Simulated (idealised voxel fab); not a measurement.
process module | voxel transistor to metal
cross-section cut | 165 nm wide | cells 5 nm
A cross-section is a grid of square cells, given in bands from the top down. A band is one or more rows of cells.
Each band's line starts with the height of the band's top and of its bottom, in nm. Then come its materials from left to right, each with its width in nm. One material with "throughout" fills the band from edge to edge. "air" is empty space.
Height 0 is the level under which the wafer as received is all one material. The lowest band goes on downwards, as in "0 down".
A width such as "30 to 40" changes by the same amount from each row of cells to the next, from the band's top row to its bottom row.
"no change" after a step means that no cell of the cross-section changed.
closed voids: empty space of 8 cells or more with no open way to the top, each as width x height at its distance from the left edge, in nm
after a step's settings: what the simulator itself notes on the step
overlay nm, on a step with a mask: how far to the right of its planned place the mask lay; to the left if negative
plan
1 op RECEIVE | material Si
2 op OXIDIZE | depth nm 5
3 op CONFORMAL_DEP | material SiN | thk nm 10
4 op MASKED_ETCH | tone cover | mask id ACTIVE | width nm 115 | etch materials SiN | depth nm 10 | overlay nm 0
5 op MASKED_ETCH | tone cover | mask id ACTIVE | width nm 115 | etch materials SiO2 | depth nm 5 | overlay nm 0
6 op MASKED_ETCH | tone cover | mask id ACTIVE | width nm 115 | etch materials Si | depth nm 30 | overlay nm 0
7 op OXIDIZE | depth nm 5
8 op FILL_DEP | material SiO2 | thk nm 10
9 op CMP | height nm 10
10 op SELECTIVE_ETCH | etch materials SiO2 | depth nm 5
11 op STRIP | etch materials SiN
12 op SELECTIVE_ETCH | etch materials SiO2 | depth nm 5
13 op OXIDIZE | depth nm 5
14 op DIRECTIONAL_DEP | material polySi | thk nm 20
15 op DIRECTIONAL_DEP | material SiCN | thk nm 15
16 op DIRECTIONAL_DEP | material aC | thk nm 15
17 op PATTERN | tone cover | mask id GATE | material resist | width nm 25 | thk nm 35 | overlay nm 0
18 op DIRECTIONAL_ETCH | etch materials aC | depth nm 15
19 op STRIP | etch materials resist
20 op DIRECTIONAL_ETCH | etch materials SiCN | depth nm 25
21 op DIRECTIONAL_ETCH | etch materials polySi | depth nm 30
22 op STRIP | etch materials aC
23 op CONFORMAL_DEP | material SiN | thk nm 10
24 op DIRECTIONAL_ETCH | etch materials SiN | depth nm 10
25 op DIRECTIONAL_ETCH | etch materials SiO2 | depth nm 5
26 op EPI | material pSi | thk nm 5
27 op FILL_DEP | material SiO2 | thk nm 5
28 op CMP | height nm 15
29 op STRIP | etch materials polySi
30 op SELECTIVE_ETCH | etch materials SiO2 | depth nm 5
31 op CONFORMAL_DEP | material HfO2 | thk nm 5
32 op CONFORMAL_DEP | material TiN | thk nm 5
33 op FILL_DEP | material W | thk nm 10
34 op CMP | height nm 10
35 op DIRECTIONAL_DEP | material SiO2 | thk nm 15
36 op DIRECTIONAL_DEP | material aC | thk nm 10
37 op PATTERN | tone open | mask id CONTACT | material resist | width nm 20 | pitch nm 85 | thk nm 25 | overlay nm 0
38 op DIRECTIONAL_ETCH | etch materials aC | depth nm 10
39 op STRIP | etch materials resist
40 op DIRECTIONAL_ETCH | etch materials SiO2 | depth nm 30
41 op STRIP | etch materials aC
42 op CONFORMAL_DEP | material TiN | thk nm 5
43 op FILL_DEP | material W | thk nm 5
44 op CMP | height nm 25
45 op CONFORMAL_DEP | material SiCN | thk nm 5
46 op DIRECTIONAL_DEP | material SiO2 | thk nm 20
47 op MASKED_ETCH | tone open | mask id METAL_1 | width nm 20 | pitch nm 85 | etch materials SiO2 | depth nm 20 | overlay nm 0
48 op MASKED_ETCH | tone open | mask id METAL_1 | width nm 20 | pitch nm 85 | etch materials SiCN | depth nm 5 | overlay nm 0
49 op CONFORMAL_DEP | material TiN | thk nm 5
50 op FILL_DEP | material Cu | thk nm 5
51 op CMP | height nm 50
52 op CONFORMAL_DEP | material SiCN | thk nm 5
first wafer, as planned
as received, after step 1
  0 down: Si throughout
  closed voids: none
after step 2
  0 to -5: SiO2 throughout
  below -5: unchanged
after step 3
  10 to 0: SiN throughout
  below 0: unchanged
after step 4
  10 to 0: air 25 | SiN 115 | air 25
  below 0: unchanged
after step 5
  10 to 0: air 25 | SiN 115 | air 25
  0 to -5: air 25 | SiO2 115 | air 25
  below -5: unchanged
after step 6
  10 to 0: air 25 | SiN 115 | air 25
  0 to -5: air 25 | SiO2 115 | air 25
  -5 to -35: air 25 | Si 115 | air 25
  below -35: unchanged
after step 7
  10 to 0: air 25 | SiN 115 | air 25
  0 to -5: air 25 | SiO2 115 | air 25
  -5 to -35: air 25 | SiO2 5 | Si 105 | SiO2 5 | air 25
  -35 to -40: SiO2 30 | Si 105 | SiO2 30
  below -40: unchanged
after step 8
  20 to 10: SiO2 throughout
  10 to 0: SiO2 25 | SiN 115 | SiO2 25
  0 to -5: SiO2 throughout
  -5 to -40: SiO2 30 | Si 105 | SiO2 30
  below -40: unchanged
after step 9
  10 to 0: SiO2 25 | SiN 115 | SiO2 25
  below 0: unchanged
after step 10
  10 to 5: air 25 | SiN 115 | air 25
  below 5: unchanged
after step 11
  5 to 0: SiO2 25 | air 115 | SiO2 25
  below 0: unchanged
after step 12
  0 to -5: SiO2 20 | air 125 | SiO2 20
  below -5: unchanged
after step 13
  0 to -5: SiO2 20 | air 125 | SiO2 20
  -5 to -10: SiO2 throughout
  below -10: unchanged
after step 14
  20 to 15: polySi 20 | air 125 | polySi 20
  15 to 0: polySi throughout
  0 to -5: SiO2 20 | polySi 125 | SiO2 20
  below -5: unchanged
after step 15
  35 to 30: SiCN 20 | air 125 | SiCN 20
  30 to 20: SiCN throughout
  20 to 15: polySi 20 | SiCN 125 | polySi 20
  below 15: unchanged
after step 16
  50 to 45: aC 20 | air 125 | aC 20
  45 to 35: aC throughout
  35 to 30: SiCN 20 | aC 125 | SiCN 20
  below 30: unchanged
after step 17
  85 to 50: air 70 | resist 25 | air 70
  50 to 45: aC 20 | air 50 | resist 25 | air 50 | aC 20
  below 45: unchanged
after step 18
  70 to 45: air 70 | resist 25 | air 70
  45 to 35: air 70 | aC 25 | air 70
  35 to 30: SiCN 20 | air 50 | aC 25 | air 50 | SiCN 20
  below 30: unchanged
after step 19
  45 to 35: air 70 | aC 25 | air 70
  below 35: unchanged
after step 20
  45 to 30: air 70 | aC 25 | air 70
  30 to 20: air 70 | SiCN 25 | air 70
  20 to 15: polySi 20 | air 50 | SiCN 25 | air 50 | polySi 20
  below 15: unchanged
after step 21
  45 to 30: air 70 | aC 25 | air 70
  30 to 15: air 70 | SiCN 25 | air 70
  15 to 0: air 70 | polySi 25 | air 70
  0 to -5: SiO2 20 | air 50 | polySi 25 | air 50 | SiO2 20
  below -5: unchanged
after step 22
  30 to 15: air 70 | SiCN 25 | air 70
  below 15: unchanged
after step 23
  40 to 30: air 60 | SiN 45 | air 60
  30 to 15: air 60 | SiN 10 | SiCN 25 | SiN 10 | air 60
  15 to 10: air 60 | SiN 10 | polySi 25 | SiN 10 | air 60
  10 to 5: SiN 30 | air 30 | SiN 10 | polySi 25 | SiN 10 | air 30 | SiN 30
  5 to 0: SiN 70 | polySi 25 | SiN 70
  0 to -5: SiO2 20 | SiN 50 | polySi 25 | SiN 50 | SiO2 20
  below -5: unchanged
after step 24
  30 to 15: air 60 | SiN 10 | SiCN 25 | SiN 10 | air 60
  15 to 0: air 60 | SiN 10 | polySi 25 | SiN 10 | air 60
  0 to -5: SiO2 20 | SiN 10 | air 30 | SiN 10 | polySi 25 | SiN 10 | air 30 | SiN 10 | SiO2 20
  below -5: unchanged
after step 25
  30 to 15: air 60 | SiN 10 | SiCN 25 | SiN 10 | air 60
  15 to 0: air 60 | SiN 10 | polySi 25 | SiN 10 | air 60
  0 to -5: air 20 | SiN 10 | air 30 | SiN 10 | polySi 25 | SiN 10 | air 30 | SiN 10 | air 20
  -5 to -10: SiO2 30 | air 30 | SiO2 45 | air 30 | SiO2 30
  below -10: unchanged
after step 26
  30 to 15: air 60 | SiN 10 | SiCN 25 | SiN 10 | air 60
  15 to 0: air 60 | SiN 10 | polySi 25 | SiN 10 | air 60
  0 to -5: air 20 | SiN 10 | air 30 | SiN 10 | polySi 25 | SiN 10 | air 30 | SiN 10 | air 20
  -5 to -10: SiO2 30 | pSi 30 | SiO2 45 | pSi 30 | SiO2 30
  below -10: unchanged
after step 27
  35 to 30: SiO2 throughout
  30 to 15: SiO2 60 | SiN 10 | SiCN 25 | SiN 10 | SiO2 60
  15 to 0: SiO2 60 | SiN 10 | polySi 25 | SiN 10 | SiO2 60
  0 to -5: SiO2 20 | SiN 10 | SiO2 30 | SiN 10 | polySi 25 | SiN 10 | SiO2 30 | SiN 10 | SiO2 20
  below -5: unchanged
after step 28
  15 to 0: SiO2 60 | SiN 10 | polySi 25 | SiN 10 | SiO2 60
  below 0: unchanged
after step 29
  15 to 0: SiO2 60 | SiN 10 | air 25 | SiN 10 | SiO2 60
  0 to -5: SiO2 20 | SiN 10 | SiO2 30 | SiN 10 | air 25 | SiN 10 | SiO2 30 | SiN 10 | SiO2 20
  below -5: unchanged
after step 30
  15 to 10: air 60 | SiN 10 | air 25 | SiN 10 | air 60
  10 to 0: SiO2 60 | SiN 10 | air 25 | SiN 10 | SiO2 60
  0 to -5: SiO2 20 | SiN 10 | SiO2 30 | SiN 10 | air 25 | SiN 10 | SiO2 30 | SiN 10 | SiO2 20
  -5 to -10: SiO2 30 | pSi 30 | SiO2 5 | air 35 | SiO2 5 | pSi 30 | SiO2 30
  below -10: unchanged
after step 31
  20 to 15: air 55 | HfO2 20 | air 15 | HfO2 20 | air 55
  15 to 10: HfO2 60 | SiN 10 | HfO2 5 | air 15 | HfO2 5 | SiN 10 | HfO2 60
  10 to 0: SiO2 60 | SiN 10 | HfO2 5 | air 15 | HfO2 5 | SiN 10 | SiO2 60
  0 to -5: SiO2 20 | SiN 10 | SiO2 30 | SiN 10 | HfO2 5 | air 15 | HfO2 5 | SiN 10 | SiO2 30 | SiN 10 | SiO2 20
  -5 to -10: SiO2 30 | pSi 30 | SiO2 5 | HfO2 35 | SiO2 5 | pSi 30 | SiO2 30
  below -10: unchanged
after step 32
  25 to 20: air 50 | TiN 30 | air 5 | TiN 30 | air 50
  20 to 15: TiN 55 | HfO2 20 | TiN 5 | air 5 | TiN 5 | HfO2 20 | TiN 55
  15 to 10: HfO2 60 | SiN 10 | HfO2 5 | TiN 5 | air 5 | TiN 5 | HfO2 5 | SiN 10 | HfO2 60
  10 to 0: SiO2 60 | SiN 10 | HfO2 5 | TiN 5 | air 5 | TiN 5 | HfO2 5 | SiN 10 | SiO2 60
  0 to -5: SiO2 20 | SiN 10 | SiO2 30 | SiN 10 | HfO2 5 | TiN 15 | HfO2 5 | SiN 10 | SiO2 30 | SiN 10 | SiO2 20
  below -5: unchanged
after step 33
  35 to 25: W throughout
  25 to 20: W 50 | TiN 30 | W 5 | TiN 30 | W 50
  20 to 15: TiN 55 | HfO2 20 | TiN 5 | W 5 | TiN 5 | HfO2 20 | TiN 55
  15 to 10: HfO2 60 | SiN 10 | HfO2 5 | TiN 5 | W 5 | TiN 5 | HfO2 5 | SiN 10 | HfO2 60
  10 to 0: SiO2 60 | SiN 10 | HfO2 5 | TiN 5 | W 5 | TiN 5 | HfO2 5 | SiN 10 | SiO2 60
  below 0: unchanged
after step 34
  10 to 0: SiO2 60 | SiN 10 | HfO2 5 | TiN 5 | W 5 | TiN 5 | HfO2 5 | SiN 10 | SiO2 60
  below 0: unchanged
after step 35
  25 to 10: SiO2 throughout
  below 10: unchanged
after step 36
  35 to 25: aC throughout
  below 25: unchanged
after step 37
  60 to 35: resist 30 | air 20 | resist 65 | air 20 | resist 30
  below 35: unchanged
after step 38
  50 to 35: resist 30 | air 20 | resist 65 | air 20 | resist 30
  35 to 25: aC 30 | air 20 | aC 65 | air 20 | aC 30
  below 25: unchanged
after step 39
  35 to 25: aC 30 | air 20 | aC 65 | air 20 | aC 30
  below 25: unchanged
after step 40
  35 to 25: aC 30 | air 20 | aC 65 | air 20 | aC 30
  25 to 10: SiO2 30 | air 20 | SiO2 65 | air 20 | SiO2 30
  10 to 0: SiO2 30 | air 20 | SiO2 10 | SiN 10 | HfO2 5 | TiN 5 | W 5 | TiN 5 | HfO2 5 | SiN 10 | SiO2 10 | air 20 | SiO2 30
  0 to -5: SiO2 20 | SiN 10 | air 20 | SiO2 10 | SiN 10 | HfO2 5 | TiN 15 | HfO2 5 | SiN 10 | SiO2 10 | air 20 | SiN 10 | SiO2 20
  below -5: unchanged
after step 41
  25 to 10: SiO2 30 | air 20 | SiO2 65 | air 20 | SiO2 30
  below 10: unchanged
after step 42
  30 to 25: TiN 35 | air 10 | TiN 75 | air 10 | TiN 35
  25 to 10: SiO2 30 | TiN 5 | air 10 | TiN 5 | SiO2 65 | TiN 5 | air 10 | TiN 5 | SiO2 30
  10 to 0: SiO2 30 | TiN 5 | air 10 | TiN 5 | SiO2 10 | SiN 10 | HfO2 5 | TiN 5 | W 5 | TiN 5 | HfO2 5 | SiN 10 | SiO2 10 | TiN 5 | air 10 | TiN 5 | SiO2 30
  0 to -5: SiO2 20 | SiN 10 | TiN 20 | SiO2 10 | SiN 10 | HfO2 5 | TiN 15 | HfO2 5 | SiN 10 | SiO2 10 | TiN 20 | SiN 10 | SiO2 20
  below -5: unchanged
after step 43
  35 to 30: W throughout
  30 to 25: TiN 35 | W 10 | TiN 75 | W 10 | TiN 35
  25 to 10: SiO2 30 | TiN 5 | W 10 | TiN 5 | SiO2 65 | TiN 5 | W 10 | TiN 5 | SiO2 30
  10 to 0: SiO2 30 | TiN 5 | W 10 | TiN 5 | SiO2 10 | SiN 10 | HfO2 5 | TiN 5 | W 5 | TiN 5 | HfO2 5 | SiN 10 | SiO2 10 | TiN 5 | W 10 | TiN 5 | SiO2 30
  below 0: unchanged
after step 44
  25 to 10: SiO2 30 | TiN 5 | W 10 | TiN 5 | SiO2 65 | TiN 5 | W 10 | TiN 5 | SiO2 30
  below 10: unchanged
after step 45
  30 to 25: SiCN throughout
  below 25: unchanged
after step 46
  50 to 30: SiO2 throughout
  below 30: unchanged
after step 47
  50 to 30: SiO2 30 | air 20 | SiO2 65 | air 20 | SiO2 30
  below 30: unchanged
after step 48
  50 to 30: SiO2 30 | air 20 | SiO2 65 | air 20 | SiO2 30
  30 to 25: SiCN 30 | air 20 | SiCN 65 | air 20 | SiCN 30
  below 25: unchanged
after step 49
  55 to 50: TiN 35 | air 10 | TiN 75 | air 10 | TiN 35
  50 to 30: SiO2 30 | TiN 5 | air 10 | TiN 5 | SiO2 65 | TiN 5 | air 10 | TiN 5 | SiO2 30
  30 to 25: SiCN 30 | TiN 20 | SiCN 65 | TiN 20 | SiCN 30
  below 25: unchanged
after step 50
  60 to 55: Cu throughout
  55 to 50: TiN 35 | Cu 10 | TiN 75 | Cu 10 | TiN 35
  50 to 30: SiO2 30 | TiN 5 | Cu 10 | TiN 5 | SiO2 65 | TiN 5 | Cu 10 | TiN 5 | SiO2 30
  below 30: unchanged
after step 51
  50 to 30: SiO2 30 | TiN 5 | Cu 10 | TiN 5 | SiO2 65 | TiN 5 | Cu 10 | TiN 5 | SiO2 30
  below 30: unchanged
after step 52
  55 to 50: SiCN throughout
  below 50: unchanged
second wafer: like start, like plan, one mistake. Through step 16 it matches the first wafer
when step 17 should have ended
  85 to 50: air 70 | resist 30 | air 65
  50 to 45: aC 20 | air 50 | resist 30 | air 45 | aC 20
  below 45: unchanged
when step 18 should have ended
  70 to 45: air 70 | resist 30 | air 65
  45 to 35: air 70 | aC 30 | air 65
  35 to 30: SiCN 20 | air 50 | aC 30 | air 45 | SiCN 20
  below 30: unchanged
when step 19 should have ended
  45 to 35: air 70 | aC 30 | air 65
  below 35: unchanged
when step 20 should have ended
  45 to 30: air 70 | aC 30 | air 65
  30 to 20: air 70 | SiCN 30 | air 65
  20 to 15: polySi 20 | air 50 | SiCN 30 | air 45 | polySi 20
  below 15: unchanged
when step 21 should have ended
  45 to 30: air 70 | aC 30 | air 65
  30 to 15: air 70 | SiCN 30 | air 65
  15 to 0: air 70 | polySi 30 | air 65
  0 to -5: SiO2 20 | air 50 | polySi 30 | air 45 | SiO2 20
  below -5: unchanged
when step 22 should have ended
  30 to 15: air 70 | SiCN 30 | air 65
  below 15: unchanged
when step 23 should have ended
  40 to 30: air 60 | SiN 50 | air 55
  30 to 15: air 60 | SiN 10 | SiCN 30 | SiN 10 | air 55
  15 to 10: air 60 | SiN 10 | polySi 30 | SiN 10 | air 55
  10 to 5: SiN 30 | air 30 | SiN 10 | polySi 30 | SiN 10 | air 25 | SiN 30
  5 to 0: SiN 70 | polySi 30 | SiN 65
  0 to -5: SiO2 20 | SiN 50 | polySi 30 | SiN 45 | SiO2 20
  below -5: unchanged
when step 24 should have ended
  30 to 15: air 60 | SiN 10 | SiCN 30 | SiN 10 | air 55
  15 to 0: air 60 | SiN 10 | polySi 30 | SiN 10 | air 55
  0 to -5: SiO2 20 | SiN 10 | air 30 | SiN 10 | polySi 30 | SiN 10 | air 25 | SiN 10 | SiO2 20
  below -5: unchanged
when step 25 should have ended
  30 to 15: air 60 | SiN 10 | SiCN 30 | SiN 10 | air 55
  15 to 0: air 60 | SiN 10 | polySi 30 | SiN 10 | air 55
  0 to -5: air 20 | SiN 10 | air 30 | SiN 10 | polySi 30 | SiN 10 | air 25 | SiN 10 | air 20
  -5 to -10: SiO2 30 | air 30 | SiO2 50 | air 25 | SiO2 30
  below -10: unchanged
when step 26 should have ended
  30 to 15: air 60 | SiN 10 | SiCN 30 | SiN 10 | air 55
  15 to 0: air 60 | SiN 10 | polySi 30 | SiN 10 | air 55
  0 to -5: air 20 | SiN 10 | air 30 | SiN 10 | polySi 30 | SiN 10 | air 25 | SiN 10 | air 20
  -5 to -10: SiO2 30 | pSi 30 | SiO2 50 | pSi 25 | SiO2 30
  below -10: unchanged
when step 27 should have ended
  35 to 30: SiO2 throughout
  30 to 15: SiO2 60 | SiN 10 | SiCN 30 | SiN 10 | SiO2 55
  15 to 0: SiO2 60 | SiN 10 | polySi 30 | SiN 10 | SiO2 55
  0 to -5: SiO2 20 | SiN 10 | SiO2 30 | SiN 10 | polySi 30 | SiN 10 | SiO2 25 | SiN 10 | SiO2 20
  below -5: unchanged
when step 28 should have ended
  15 to 0: SiO2 60 | SiN 10 | polySi 30 | SiN 10 | SiO2 55
  below 0: unchanged
when step 29 should have ended
  15 to 0: SiO2 60 | SiN 10 | air 30 | SiN 10 | SiO2 55
  0 to -5: SiO2 20 | SiN 10 | SiO2 30 | SiN 10 | air 30 | SiN 10 | SiO2 25 | SiN 10 | SiO2 20
  below -5: unchanged
when step 30 should have ended
  15 to 10: air 60 | SiN 10 | air 30 | SiN 10 | air 55
  10 to 0: SiO2 60 | SiN 10 | air 30 | SiN 10 | SiO2 55
  0 to -5: SiO2 20 | SiN 10 | SiO2 30 | SiN 10 | air 30 | SiN 10 | SiO2 25 | SiN 10 | SiO2 20
  -5 to -10: SiO2 30 | pSi 30 | SiO2 5 | air 40 | SiO2 5 | pSi 25 | SiO2 30
  below -10: unchanged
when step 31 should have ended
  20 to 15: air 55 | HfO2 20 | air 20 | HfO2 20 | air 50
  15 to 10: HfO2 60 | SiN 10 | HfO2 5 | air 20 | HfO2 5 | SiN 10 | HfO2 55
  10 to 0: SiO2 60 | SiN 10 | HfO2 5 | air 20 | HfO2 5 | SiN 10 | SiO2 55
  0 to -5: SiO2 20 | SiN 10 | SiO2 30 | SiN 10 | HfO2 5 | air 20 | HfO2 5 | SiN 10 | SiO2 25 | SiN 10 | SiO2 20
  -5 to -10: SiO2 30 | pSi 30 | SiO2 5 | HfO2 40 | SiO2 5 | pSi 25 | SiO2 30
  below -10: unchanged
when step 32 should have ended
  25 to 20: air 50 | TiN 30 | air 10 | TiN 30 | air 45
  20 to 15: TiN 55 | HfO2 20 | TiN 5 | air 10 | TiN 5 | HfO2 20 | TiN 50
  15 to 10: HfO2 60 | SiN 10 | HfO2 5 | TiN 5 | air 10 | TiN 5 | HfO2 5 | SiN 10 | HfO2 55
  10 to 0: SiO2 60 | SiN 10 | HfO2 5 | TiN 5 | air 10 | TiN 5 | HfO2 5 | SiN 10 | SiO2 55
  0 to -5: SiO2 20 | SiN 10 | SiO2 30 | SiN 10 | HfO2 5 | TiN 20 | HfO2 5 | SiN 10 | SiO2 25 | SiN 10 | SiO2 20
  below -5: unchanged
when step 33 should have ended
  35 to 25: W throughout
  25 to 20: W 50 | TiN 30 | W 10 | TiN 30 | W 45
  20 to 15: TiN 55 | HfO2 20 | TiN 5 | W 10 | TiN 5 | HfO2 20 | TiN 50
  15 to 10: HfO2 60 | SiN 10 | HfO2 5 | TiN 5 | W 10 | TiN 5 | HfO2 5 | SiN 10 | HfO2 55
  10 to 0: SiO2 60 | SiN 10 | HfO2 5 | TiN 5 | W 10 | TiN 5 | HfO2 5 | SiN 10 | SiO2 55
  below 0: unchanged
when step 34 should have ended
  10 to 0: SiO2 60 | SiN 10 | HfO2 5 | TiN 5 | W 10 | TiN 5 | HfO2 5 | SiN 10 | SiO2 55
  below 0: unchanged
when step 35 should have ended
  25 to 10: SiO2 throughout
  below 10: unchanged
when step 36 should have ended
  35 to 25: aC throughout
  below 25: unchanged
when step 37 should have ended
  60 to 35: resist 30 | air 20 | resist 65 | air 20 | resist 30
  below 35: unchanged
when step 38 should have ended
  50 to 35: resist 30 | air 20 | resist 65 | air 20 | resist 30
  35 to 25: aC 30 | air 20 | aC 65 | air 20 | aC 30
  below 25: unchanged
when step 39 should have ended
  35 to 25: aC 30 | air 20 | aC 65 | air 20 | aC 30
  below 25: unchanged
when step 40 should have ended
  35 to 25: aC 30 | air 20 | aC 65 | air 20 | aC 30
  25 to 10: SiO2 30 | air 20 | SiO2 65 | air 20 | SiO2 30
  10 to 0: SiO2 30 | air 20 | SiO2 10 | SiN 10 | HfO2 5 | TiN 5 | W 10 | TiN 5 | HfO2 5 | SiN 10 | SiO2 5 | air 20 | SiO2 30
  0 to -5: SiO2 20 | SiN 10 | air 20 | SiO2 10 | SiN 10 | HfO2 5 | TiN 20 | HfO2 5 | SiN 10 | SiO2 5 | air 20 | SiN 10 | SiO2 20
  below -5: unchanged
when step 41 should have ended
  25 to 10: SiO2 30 | air 20 | SiO2 65 | air 20 | SiO2 30
  below 10: unchanged
when step 42 should have ended
  30 to 25: TiN 35 | air 10 | TiN 75 | air 10 | TiN 35
  25 to 10: SiO2 30 | TiN 5 | air 10 | TiN 5 | SiO2 65 | TiN 5 | air 10 | TiN 5 | SiO2 30
  10 to 0: SiO2 30 | TiN 5 | air 10 | TiN 5 | SiO2 10 | SiN 10 | HfO2 5 | TiN 5 | W 10 | TiN 5 | HfO2 5 | SiN 10 | SiO2 5 | TiN 5 | air 10 | TiN 5 | SiO2 30
  0 to -5: SiO2 20 | SiN 10 | TiN 20 | SiO2 10 | SiN 10 | HfO2 5 | TiN 20 | HfO2 5 | SiN 10 | SiO2 5 | TiN 20 | SiN 10 | SiO2 20
  below -5: unchanged
when step 43 should have ended
  35 to 30: W throughout
  30 to 25: TiN 35 | W 10 | TiN 75 | W 10 | TiN 35
  25 to 10: SiO2 30 | TiN 5 | W 10 | TiN 5 | SiO2 65 | TiN 5 | W 10 | TiN 5 | SiO2 30
  10 to 0: SiO2 30 | TiN 5 | W 10 | TiN 5 | SiO2 10 | SiN 10 | HfO2 5 | TiN 5 | W 10 | TiN 5 | HfO2 5 | SiN 10 | SiO2 5 | TiN 5 | W 10 | TiN 5 | SiO2 30
  below 0: unchanged
when step 44 should have ended
  25 to 10: SiO2 30 | TiN 5 | W 10 | TiN 5 | SiO2 65 | TiN 5 | W 10 | TiN 5 | SiO2 30
  below 10: unchanged
when step 45 should have ended
  30 to 25: SiCN throughout
  below 25: unchanged
when step 46 should have ended
  50 to 30: SiO2 throughout
  below 30: unchanged
when step 47 should have ended
  50 to 30: SiO2 30 | air 20 | SiO2 65 | air 20 | SiO2 30
  below 30: unchanged
when step 48 should have ended
  50 to 30: SiO2 30 | air 20 | SiO2 65 | air 20 | SiO2 30
  30 to 25: SiCN 30 | air 20 | SiCN 65 | air 20 | SiCN 30
  below 25: unchanged
when step 49 should have ended
  55 to 50: TiN 35 | air 10 | TiN 75 | air 10 | TiN 35
  50 to 30: SiO2 30 | TiN 5 | air 10 | TiN 5 | SiO2 65 | TiN 5 | air 10 | TiN 5 | SiO2 30
  30 to 25: SiCN 30 | TiN 20 | SiCN 65 | TiN 20 | SiCN 30
  below 25: unchanged
when step 50 should have ended
  60 to 55: Cu throughout
  55 to 50: TiN 35 | Cu 10 | TiN 75 | Cu 10 | TiN 35
  50 to 30: SiO2 30 | TiN 5 | Cu 10 | TiN 5 | SiO2 65 | TiN 5 | Cu 10 | TiN 5 | SiO2 30
  below 30: unchanged
when step 51 should have ended
  50 to 30: SiO2 30 | TiN 5 | Cu 10 | TiN 5 | SiO2 65 | TiN 5 | Cu 10 | TiN 5 | SiO2 30
  below 30: unchanged
when step 52 should have ended
  55 to 50: SiCN throughout
  below 50: unchanged
what went wrong: step 17 ran as: op PATTERN | tone cover | mask id GATE | material resist | width nm 30 | thk nm 35 | overlay nm 0
at the end the second wafer has, in cells: 1 more of HfO2 | 3 fewer of SiO2 | 1 more of TiN | 2 more of W | 1 fewer of pSi
